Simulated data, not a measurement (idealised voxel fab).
Process module heading - voxel transistor to metal
The figure presents cross-section cut, which has a width of 280 nm and is divided into square cells with an edge length of 5 nm.
A cross-section is a grid of square cells, given in bands from the top down. A band is one or more rows of cells.
The band entry comprises the height of the band's top followed by the height of its bottom, expressed in nm, and subsequently the band's materials from left to right, each stated together with its width in nm. Where a single material is marked with the word "everywhere", that material fills the band from edge to edge. The word "empty" represents empty space.
The reference from which all heights are counted is 0, the level beneath which the as-received wafer is entirely one material; the lowest band, having no lower bound, proceeds downward and is written after the example "0 nm and below".
Width "30 to 40": first value at the band's top row of cells, second value at its bottom row, equal change from row to row.
"no alterations made" means the step left every cell of the cross-section as it was.
What "Enclosed internal cavities" gives you is every empty space of 8 cells or more that is cut off from the top. Each appears as width x height at distance, with the distance taken from the left edge and width, height and distance all in nm.
The remark found on a step's line after its settings is issued by the simulator itself and pertains to that step.
overlay nm, on a step with a mask: how far to the right of its planned place the mask lay; to the left if negative

Below is the list of planned process steps:
step 1: RECEIVE: material Si
step 2: OXIDIZE: depth nm 5
step 3: CONFORMAL_DEP: material SiN, thk nm 15
step 4: MASKED_ETCH: tone cover, mask id ACTIVE, width nm 105, pitch nm 135, etch materials SiN, depth nm 15, overlay nm 0
step 5: MASKED_ETCH: tone cover, mask id ACTIVE, width nm 105, pitch nm 135, etch materials SiO2, depth nm 5, overlay nm 0
step 6: MASKED_ETCH: tone cover, mask id ACTIVE, width nm 105, pitch nm 135, etch materials Si, depth nm 20, overlay nm 0
step 7: OXIDIZE: depth nm 5
step 8: FILL_DEP: material SiO2, thk nm 15
step 9: CMP: height nm 15
step 10: SELECTIVE_ETCH: etch materials SiO2, depth nm 15
step 11: STRIP: etch materials SiN
step 12: SELECTIVE_ETCH: etch materials SiO2, depth nm 5
step 13: OXIDIZE: depth nm 5
step 14: DIRECTIONAL_DEP: material polySi, thk nm 20
step 15: DIRECTIONAL_DEP: material SiCN, thk nm 15
step 16: PATTERN: tone cover, mask id GATE, material resist, width nm 25, pitch nm 135, thk nm 15, overlay nm 0
step 17: DIRECTIONAL_ETCH: etch materials SiCN, depth nm 25
step 18: DIRECTIONAL_ETCH: etch materials polySi, depth nm 30
step 19: STRIP: etch materials resist
step 20: CONFORMAL_DEP: material SiO2, thk nm 5
step 21: DIRECTIONAL_ETCH: etch materials SiO2, depth nm 5
step 22: CONFORMAL_DEP: material SiN, thk nm 5
step 23: DIRECTIONAL_ETCH: etch materials SiN, depth nm 5
step 24: DIRECTIONAL_ETCH: etch materials SiO2, depth nm 5
step 25: DIRECTIONAL_ETCH: etch materials Si, depth nm 5
step 26: EPI: material nSi, thk nm 10
step 27: FILL_DEP: material SiO2, thk nm 10
step 28: CMP: height nm 15
step 29: STRIP: etch materials polySi
step 30: SELECTIVE_ETCH: etch materials SiO2, depth nm 5
step 31: CONFORMAL_DEP: material HfO2, thk nm 5
step 32: CONFORMAL_DEP: material TiN, thk nm 5
step 33: FILL_DEP: material W, thk nm 5
step 34: CMP: height nm 10
step 35: DIRECTIONAL_DEP: material SiO2, thk nm 10
step 36: DIRECTIONAL_DEP: material aC, thk nm 10
step 37: PATTERN: tone open, mask id CONTACT, material resist, width nm 20, thk nm 30, overlay nm 0
step 38: DIRECTIONAL_ETCH: etch materials aC, depth nm 10
step 39: STRIP: etch materials resist
step 40: DIRECTIONAL_ETCH: etch materials SiO2, depth nm 25
step 41: STRIP: etch materials aC
step 42: CONFORMAL_DEP: material TiN, thk nm 5
step 43: FILL_DEP: material W, thk nm 10
step 44: CMP: height nm 20
step 45: DIRECTIONAL_DEP: material TiN, thk nm 5
step 46: DIRECTIONAL_DEP: material Ru, thk nm 20
step 47: PATTERN: tone cover, mask id METAL_1, material resist, width nm 20, thk nm 20, overlay nm 0
step 48: DIRECTIONAL_ETCH: etch materials Ru, depth nm 20
step 49: DIRECTIONAL_ETCH: etch materials TiN, depth nm 5
step 50: STRIP: etch materials resist
step 51: CONFORMAL_DEP: material SiCN, thk nm 5
step 52: FILL_DEP: material lowk, thk nm 10
step 53: CMP: height nm 45
step 54: CONFORMAL_DEP: material SiCN, thk nm 5
step 55: DIRECTIONAL_DEP: material lowk, thk nm 30
step 56: PATTERN: tone open, mask id METAL_2, material resist, width nm 20, pitch nm 135, thk nm 15, overlay nm 0
step 57: DIRECTIONAL_ETCH: etch materials lowk, depth nm 20
step 58: STRIP: etch materials resist
step 59: PATTERN: tone open, mask id METAL_2_HOLES, material resist, width nm 15, pitch nm 135, thk nm 15, overlay nm 0
step 60: DIRECTIONAL_ETCH: etch materials lowk, depth nm 10
step 61: DIRECTIONAL_ETCH: etch materials SiCN, depth nm 5
step 62: STRIP: etch materials resist
step 63: CONFORMAL_DEP: material TiN, thk nm 5
step 64: FILL_DEP: material Ru, thk nm 5
step 65: CMP: height nm 80
step 66: CONFORMAL_DEP: material SiN, thk nm 5

As-received wafer cross-section (after step 1):
    0 nm and below = Si everywhere
    Enclosed internal cavities: none

As-planned run: cross-section of the first of two wafers at end of module:
    85 nm to 80 nm = SiN everywhere
    80 nm to 65 nm = lowk 25 nm, TiN 5 nm, Ru 10 nm, TiN 5 nm, lowk 115 nm, TiN 5 nm, Ru 10 nm, TiN 5 nm, lowk 100 nm
    65 nm to 60 nm = lowk 25 nm, TiN 5 nm, Ru 5 nm, TiN 10 nm, lowk 115 nm, TiN 5 nm, Ru 5 nm, TiN 10 nm, lowk 100 nm
    60 nm to 50 nm = lowk 25 nm, TiN 5 nm, Ru 5 nm, TiN 5 nm, lowk 120 nm, TiN 5 nm, Ru 5 nm, TiN 5 nm, lowk 105 nm
    50 nm to 45 nm = SiCN 25 nm, TiN 15 nm, SiCN 120 nm, TiN 15 nm, SiCN 105 nm
    45 nm to 25 nm = lowk 20 nm, SiCN 5 nm, Ru 20 nm, SiCN 5 nm, lowk 45 nm, SiCN 5 nm, Ru 20 nm, SiCN 5 nm, lowk 30 nm, SiCN 5 nm, Ru 20 nm, SiCN 5 nm, lowk 45 nm, SiCN 5 nm, Ru 20 nm, SiCN 5 nm, lowk 20 nm
    25 nm to 20 nm = SiCN 25 nm, TiN 20 nm, SiCN 55 nm, TiN 20 nm, SiCN 40 nm, TiN 20 nm, SiCN 55 nm, TiN 20 nm, SiCN 25 nm
    20 nm to 10 nm = SiO2 25 nm, TiN 5 nm, W 10 nm, TiN 5 nm, SiO2 55 nm, TiN 5 nm, W 10 nm, TiN 5 nm, SiO2 40 nm, TiN 5 nm, W 10 nm, TiN 5 nm, SiO2 55 nm, TiN 5 nm, W 10 nm, TiN 5 nm, SiO2 25 nm
    10 nm to 0 nm = SiO2 25 nm, TiN 5 nm, W 10 to 5 nm, TiN 5 to 10 nm, SiO2 5 nm, SiN 5 nm, HfO2 5 nm, TiN 5 nm, W 15 nm, TiN 5 nm, HfO2 5 nm, SiN 5 nm, SiO2 5 nm, TiN 5 to 10 nm, W 10 to 5 nm, TiN 5 nm, SiO2 40 nm, TiN 5 nm, W 10 to 5 nm, TiN 5 to 10 nm, SiO2 5 nm, SiN 5 nm, HfO2 5 nm, TiN 5 nm, W 15 nm, TiN 5 nm, HfO2 5 nm, SiN 5 nm, SiO2 5 nm, TiN 5 to 10 nm, W 10 to 5 nm, TiN 5 nm, SiO2 25 nm
    0 nm to -5 nm = SiO2 25 nm, TiN 15 nm, nSi 10 nm, SiN 5 nm, HfO2 5 nm, TiN 25 nm, HfO2 5 nm, SiN 5 nm, nSi 10 nm, TiN 15 nm, SiO2 40 nm, TiN 15 nm, nSi 10 nm, SiN 5 nm, HfO2 5 nm, TiN 25 nm, HfO2 5 nm, SiN 5 nm, nSi 10 nm, TiN 15 nm, SiO2 25 nm
    -5 nm to -10 nm = SiO2 20 nm, nSi 30 nm, SiO2 5 nm, HfO2 35 nm, SiO2 5 nm, nSi 30 nm, SiO2 30 nm, nSi 30 nm, SiO2 5 nm, HfO2 35 nm, SiO2 5 nm, nSi 30 nm, SiO2 20 nm
    -10 nm to -15 nm = SiO2 25 nm, nSi 25 nm, Si 45 nm, nSi 25 nm, SiO2 40 nm, nSi 25 nm, Si 45 nm, nSi 25 nm, SiO2 25 nm
    -15 nm to -30 nm = SiO2 25 nm, Si 95 nm, SiO2 40 nm, Si 95 nm, SiO2 25 nm
    -30 nm and below = Si everywhere
    Enclosed internal cavities: none

Module end: cross-section of wafer two of two. Same start and process plan as the first wafer. One mistake during execution:
    85 nm to 80 nm = SiN everywhere
    80 nm to 65 nm = lowk 25 nm, TiN 5 nm, Ru 10 nm, TiN 5 nm, lowk 115 nm, TiN 5 nm, Ru 10 nm, TiN 5 nm, lowk 100 nm
    65 nm to 60 nm = lowk 25 nm, TiN 5 nm, Ru 5 nm, TiN 10 nm, lowk 115 nm, TiN 5 nm, Ru 5 nm, TiN 10 nm, lowk 100 nm
    60 nm to 50 nm = lowk 25 nm, TiN 5 nm, Ru 5 nm, TiN 5 nm, lowk 120 nm, TiN 5 nm, Ru 5 nm, TiN 5 nm, lowk 105 nm
    50 nm to 45 nm = SiCN 25 nm, TiN 15 nm, SiCN 120 nm, TiN 15 nm, SiCN 105 nm
    45 nm to 40 nm = SiCN 25 nm, TiN 20 nm, SiCN 55 nm, TiN 20 nm, SiCN 40 nm, TiN 20 nm, SiCN 55 nm, TiN 20 nm, SiCN 25 nm
    40 nm to 20 nm = Ru everywhere
    20 nm to 10 nm = SiO2 25 nm, TiN 5 nm, W 10 nm, TiN 5 nm, SiO2 55 nm, TiN 5 nm, W 10 nm, TiN 5 nm, SiO2 40 nm, TiN 5 nm, W 10 nm, TiN 5 nm, SiO2 55 nm, TiN 5 nm, W 10 nm, TiN 5 nm, SiO2 25 nm
    10 nm to 0 nm = SiO2 25 nm, TiN 5 nm, W 10 to 5 nm, TiN 5 to 10 nm, SiO2 5 nm, SiN 5 nm, HfO2 5 nm, TiN 5 nm, W 15 nm, TiN 5 nm, HfO2 5 nm, SiN 5 nm, SiO2 5 nm, TiN 5 to 10 nm, W 10 to 5 nm, TiN 5 nm, SiO2 40 nm, TiN 5 nm, W 10 to 5 nm, TiN 5 to 10 nm, SiO2 5 nm, SiN 5 nm, HfO2 5 nm, TiN 5 nm, W 15 nm, TiN 5 nm, HfO2 5 nm, SiN 5 nm, SiO2 5 nm, TiN 5 to 10 nm, W 10 to 5 nm, TiN 5 nm, SiO2 25 nm
    0 nm to -5 nm = SiO2 25 nm, TiN 15 nm, nSi 10 nm, SiN 5 nm, HfO2 5 nm, TiN 25 nm, HfO2 5 nm, SiN 5 nm, nSi 10 nm, TiN 15 nm, SiO2 40 nm, TiN 15 nm, nSi 10 nm, SiN 5 nm, HfO2 5 nm, TiN 25 nm, HfO2 5 nm, SiN 5 nm, nSi 10 nm, TiN 15 nm, SiO2 25 nm
    -5 nm to -10 nm = SiO2 20 nm, nSi 30 nm, SiO2 5 nm, HfO2 35 nm, SiO2 5 nm, nSi 30 nm, SiO2 30 nm, nSi 30 nm, SiO2 5 nm, HfO2 35 nm, SiO2 5 nm, nSi 30 nm, SiO2 20 nm
    -10 nm to -15 nm = SiO2 25 nm, nSi 25 nm, Si 45 nm, nSi 25 nm, SiO2 40 nm, nSi 25 nm, Si 45 nm, nSi 25 nm, SiO2 25 nm
    -15 nm to -30 nm = SiO2 25 nm, Si 95 nm, SiO2 40 nm, Si 95 nm, SiO2 25 nm
    -30 nm and below = Si everywhere
    Enclosed internal cavities: none
Deviation noted in wafer processing: steps 45 and 46 of the plan were run in the wrong order, each in the other's place
End check, counted in cells, second wafer has more or fewer of these materials than the first: 160 more of Ru; 32 fewer of SiCN; 128 fewer of lowk
